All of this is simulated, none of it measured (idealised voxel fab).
The following is a process module called voxel self aligned contacts.
In the cross-section labelled cut, the width is 205 nm and each square cell is 5 nm.
How to read a cross-section here: the picture is a grid of square cells, written as bands going from the top down, and any band can span one or more rows of cells.
The band entry comprises the height of the band's top followed by the height of its bottom, expressed in nm, and subsequently the band's materials from left to right, each stated together with its width in nm. Where a single material is marked with the word "full width", that material fills the band from edge to edge. The word "air" represents empty space.
Measure heights from 0. That's the level where, below it, the as-received wafer is all one material. The lowest band is bottomless and extends downward; write it as in "0 nm and below".
Top row gets the first number, bottom row gets the second, and each row in between changes by the same step: that is how a band width like "30->40" works.
"no alteration" means the step left every cell of the cross-section as it was.
Closed empty spaces (no open way to the top) of 8 cells or more are what "Closed-off voids" lists, each as width x height at distance from the left edge, nm for all three.
Past the settings on a step's line: simulator remark, on that step.
"overlay nm", when on a step's line for a step with a mask, measures how far to the right of its planned place the mask lay; a negative measure means to the left.
# The planned process steps are enumerated hereunder
- 1: RECEIVE,material Si
- 2: CONFORMAL_DEP,material SiO2,thk nm 5
- 3: DIRECTIONAL_DEP,material polySi,thk nm 25
- 4: DIRECTIONAL_DEP,material SiN,thk nm 20
- 5: PATTERN,tone cover,mask id GATE,material resist,width nm 25,pitch nm 50,thk nm 15,overlay nm 0
- 6: DIRECTIONAL_ETCH,etch materials SiN,depth nm 20
- 7: DIRECTIONAL_ETCH,etch materials polySi,depth nm 25
- 8: STRIP,etch materials resist
- 9: CONFORMAL_DEP,material SiN,thk nm 5
- 10: DIRECTIONAL_ETCH,etch materials SiN,depth nm 5
- 11: FILL_DEP,material SiO2,thk nm 20
- 12: CMP,height nm 60
- 13: DIRECTIONAL_DEP,material aC,thk nm 15
- 14: PATTERN,tone open,mask id CONTACT,material resist,width nm 35,pitch nm 50,thk nm 30,overlay nm 0
- 15: DIRECTIONAL_ETCH,etch materials aC,depth nm 15
- 16: STRIP,etch materials resist
- 17: DIRECTIONAL_ETCH,etch materials SiO2,depth nm 60
- 18: STRIP,etch materials aC
- 19: CONFORMAL_DEP,material TiN,thk nm 5
- 20: FILL_DEP,material W,thk nm 5
- 21: CMP,height nm 60
- 22: CONFORMAL_DEP,material SiN,thk nm 5
# Received-state cross-section, reflecting completion of step 1
	0 nm and below: Si full width
	Closed-off voids: none
# Cross-sectional image of the first of two wafers at the end of the module, the run having proceeded as planned
	65 nm to 60 nm: SiN full width
	60 nm to 50 nm: SiO2 60  TiN 5->15  W 25->5  TiN 5->15  SiO2 15  TiN 5->15  W 25->5  TiN 5->15  SiO2 60
	50 nm to 30 nm: SiO2 35  SiN 35  TiN 5  W 5  TiN 5  SiN 35  TiN 5  W 5  TiN 5  SiN 35  SiO2 35
	30 nm to 5 nm: SiO2 35  SiN 5  polySi 25  SiN 5  TiN 5  W 5  TiN 5  SiN 5  polySi 25  SiN 5  TiN 5  W 5  TiN 5  SiN 5  polySi 25  SiN 5  SiO2 35
	5 nm to 0 nm: SiO2 70  TiN 15  SiO2 35  TiN 15  SiO2 70
	0 nm and below: Si full width
	Closed-off voids: none
# What the second wafer looks like in cross-section once the module is done. Its start and its plan matched the first wafer's exactly; what differed was one mistake in how it was run
	65 nm to 60 nm: SiN full width
	60 nm to 50 nm: SiO2 65  TiN 5->10  W 25->5  TiN 5->20  SiO2 15  TiN 5->10  W 25->5  TiN 5->20  SiO2 55
	50 nm to 30 nm: SiO2 35  SiN 35  TiN 5  W 5  TiN 5  SiN 35  TiN 5  W 5  TiN 5  SiN 35  SiO2 35
	30 nm to 5 nm: SiO2 35  SiN 5  polySi 25  SiN 5  TiN 5  W 5  TiN 5  SiN 5  polySi 25  SiN 5  TiN 5  W 5  TiN 5  SiN 5  polySi 25  SiN 5  SiO2 35
	5 nm to 0 nm: SiO2 70  TiN 15  SiO2 35  TiN 15  SiO2 70
	0 nm and below: Si full width
	Closed-off voids: none
Here's what went sideways: step 14 did not use the planned setting and instead ran as PATTERN,tone open,mask id CONTACT,material resist,width nm 35,pitch nm 50,thk nm 30,overlay nm 5
When the process is done, the second wafer contains the same cell count of every material as the first wafer, but distributed over other locations.
